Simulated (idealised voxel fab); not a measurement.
Process module in this document: voxel tone inversion
This is section cut - it's 220 nm across, gridded in 5 nm square cells.
Cross-sections here: square-cell grids, written as top-down lists of bands, a band being one or more rows of cells. Per band: top height and bottom height in nm, followed by the left-to-right materials and their widths in nm; "everywhere" marks a single material spanning edge to edge, "blank" marks empty space. Height 0 is the level under which the wafer as received is all one material. The lowest band goes on downwards, as in "0 down". Top row gets the first number, bottom row gets the second, and each row in between changes by the same step: that is how a band width like "30 to 40" works. Step note "all unchanged" = no cross-section cell changed. In the "Sealed-off cavities" entry, you get each enclosed empty space of 8 cells or more, one with no open way to the top, written width x height at distance, distance from the left edge, in nm. On each step's line, the part that comes after the settings is the simulator's own comment on the step. overlay nm: where the mask lay relative to plan, measured to the right, on steps with a mask; negatives go left.

Intended process steps
1 RECEIVE (material Si)
2 CONFORMAL_DEP (material SiCN; thk nm 10)
3 DIRECTIONAL_DEP (material polySi; thk nm 15)
4 PATTERN (tone cover; mask id POSTS; material resist; width nm 20; pitch nm 50; thk nm 20; overlay nm 0)
5 DIRECTIONAL_ETCH (etch materials polySi; depth nm 15)
6 STRIP (etch materials resist)
7 FILL_DEP (material SiO2; thk nm 10)
8 CMP (height nm 25)
9 STRIP (etch materials polySi)
10 CONFORMAL_DEP (material TiN; thk nm 5)
11 FILL_DEP (material Ru; thk nm 5)
12 CMP (height nm 25)
13 CONFORMAL_DEP (material SiN; thk nm 5)

The first of two wafers, run as planned

Cross-section of the incoming wafer, state after step 1
    0 down: Si everywhere
    Sealed-off cavities: none

How the wafer stands in section after step 2
    10 to 0: SiCN everywhere
    At heights below 0, the structure remains unaltered.

How the wafer stands in section after step 3
    25 to 10: polySi everywhere
    At heights below 10, the structure remains unaltered.

How the wafer stands in section after step 4
    45 to 25: blank (50) | resist (20) | blank (30) | resist (20) | blank (30) | resist (20) | blank (50)
    At heights below 25, the structure remains unaltered.

How the wafer stands in section after step 5
    45 to 25: blank (50) | resist (20) | blank (30) | resist (20) | blank (30) | resist (20) | blank (50)
    25 to 10: blank (50) | polySi (20) | blank (30) | polySi (20) | blank (30) | polySi (20) | blank (50)
    At heights below 10, the structure remains unaltered.

How the wafer stands in section after step 6
    25 to 10: blank (50) | polySi (20) | blank (30) | polySi (20) | blank (30) | polySi (20) | blank (50)
    At heights below 10, the structure remains unaltered.

How the wafer stands in section after step 7
    35 to 25: SiO2 everywhere
    25 to 10: SiO2 (50) | polySi (20) | SiO2 (30) | polySi (20) | SiO2 (30) | polySi (20) | SiO2 (50)
    At heights below 10, the structure remains unaltered.

How the wafer stands in section after step 8
    25 to 10: SiO2 (50) | polySi (20) | SiO2 (30) | polySi (20) | SiO2 (30) | polySi (20) | SiO2 (50)
    At heights below 10, the structure remains unaltered.

How the wafer stands in section after step 9
    25 to 10: SiO2 (50) | blank (20) | SiO2 (30) | blank (20) | SiO2 (30) | blank (20) | SiO2 (50)
    At heights below 10, the structure remains unaltered.

How the wafer stands in section after step 10
    30 to 25: TiN (55) | blank (10) | TiN (40) | blank (10) | TiN (40) | blank (10) | TiN (55)
    25 to 15: SiO2 (50) | TiN (5) | blank (10) | TiN (5) | SiO2 (30) | TiN (5) | blank (10) | TiN (5) | SiO2 (30) | TiN (5) | blank (10) | TiN (5) | SiO2 (50)
    15 to 10: SiO2 (50) | TiN (20) | SiO2 (30) | TiN (20) | SiO2 (30) | TiN (20) | SiO2 (50)
    At heights below 10, the structure remains unaltered.

How the wafer stands in section after step 11
    35 to 30: Ru everywhere
    30 to 25: TiN (55) | Ru (10) | TiN (40) | Ru (10) | TiN (40) | Ru (10) | TiN (55)
    25 to 15: SiO2 (50) | TiN (5) | Ru (10) | TiN (5) | SiO2 (30) | TiN (5) | Ru (10) | TiN (5) | SiO2 (30) | TiN (5) | Ru (10) | TiN (5) | SiO2 (50)
    At heights below 15, the structure remains unaltered.

How the wafer stands in section after step 12
    25 to 15: SiO2 (50) | TiN (5) | Ru (10) | TiN (5) | SiO2 (30) | TiN (5) | Ru (10) | TiN (5) | SiO2 (30) | TiN (5) | Ru (10) | TiN (5) | SiO2 (50)
    At heights below 15, the structure remains unaltered.

How the wafer stands in section after step 13
    30 to 25: SiN everywhere
    At heights below 25, the structure remains unaltered.

Second wafer, same starting state and plan as the first, one mistake in the run, identical through step 6

At the planned end of step 7, the second wafer in cross-section
    35 to 25: Ru everywhere
    25 to 10: Ru (50) | polySi (20) | Ru (30) | polySi (20) | Ru (30) | polySi (20) | Ru (50)
    At heights below 10, the structure remains unaltered.

At the planned end of step 8, the second wafer in cross-section
    25 to 10: Ru (50) | polySi (20) | Ru (30) | polySi (20) | Ru (30) | polySi (20) | Ru (50)
    At heights below 10, the structure remains unaltered.

At the planned end of step 9, the second wafer in cross-section
    25 to 10: Ru (50) | blank (20) | Ru (30) | blank (20) | Ru (30) | blank (20) | Ru (50)
    At heights below 10, the structure remains unaltered.

At the planned end of step 10, the second wafer in cross-section
    30 to 25: TiN (55) | blank (10) | TiN (40) | blank (10) | TiN (40) | blank (10) | TiN (55)
    25 to 15: Ru (50) | TiN (5) | blank (10) | TiN (5) | Ru (30) | TiN (5) | blank (10) | TiN (5) | Ru (30) | TiN (5) | blank (10) | TiN (5) | Ru (50)
    15 to 10: Ru (50) | TiN (20) | Ru (30) | TiN (20) | Ru (30) | TiN (20) | Ru (50)
    At heights below 10, the structure remains unaltered.

At the planned end of step 11, the second wafer in cross-section
    35 to 30: Ru everywhere
    30 to 25: TiN (55) | Ru (10) | TiN (40) | Ru (10) | TiN (40) | Ru (10) | TiN (55)
    25 to 15: Ru (50) | TiN (5) | Ru (10) | TiN (5) | Ru (30) | TiN (5) | Ru (10) | TiN (5) | Ru (30) | TiN (5) | Ru (10) | TiN (5) | Ru (50)
    At heights below 15, the structure remains unaltered.

At the planned end of step 12, the second wafer in cross-section
    25 to 15: Ru (50) | TiN (5) | Ru (10) | TiN (5) | Ru (30) | TiN (5) | Ru (10) | TiN (5) | Ru (30) | TiN (5) | Ru (10) | TiN (5) | Ru (50)
    At heights below 15, the structure remains unaltered.

At the planned end of step 13, the second wafer in cross-section
    30 to 25: SiN everywhere
    At heights below 25, the structure remains unaltered.
The plan and the run diverged here: step 7 was not run as planned; what actually ran was FILL_DEP (material Ru; thk nm 10)
Cell-count delta at end, second wafer over first, by material: 96 more of Ru, 96 fewer of SiO2
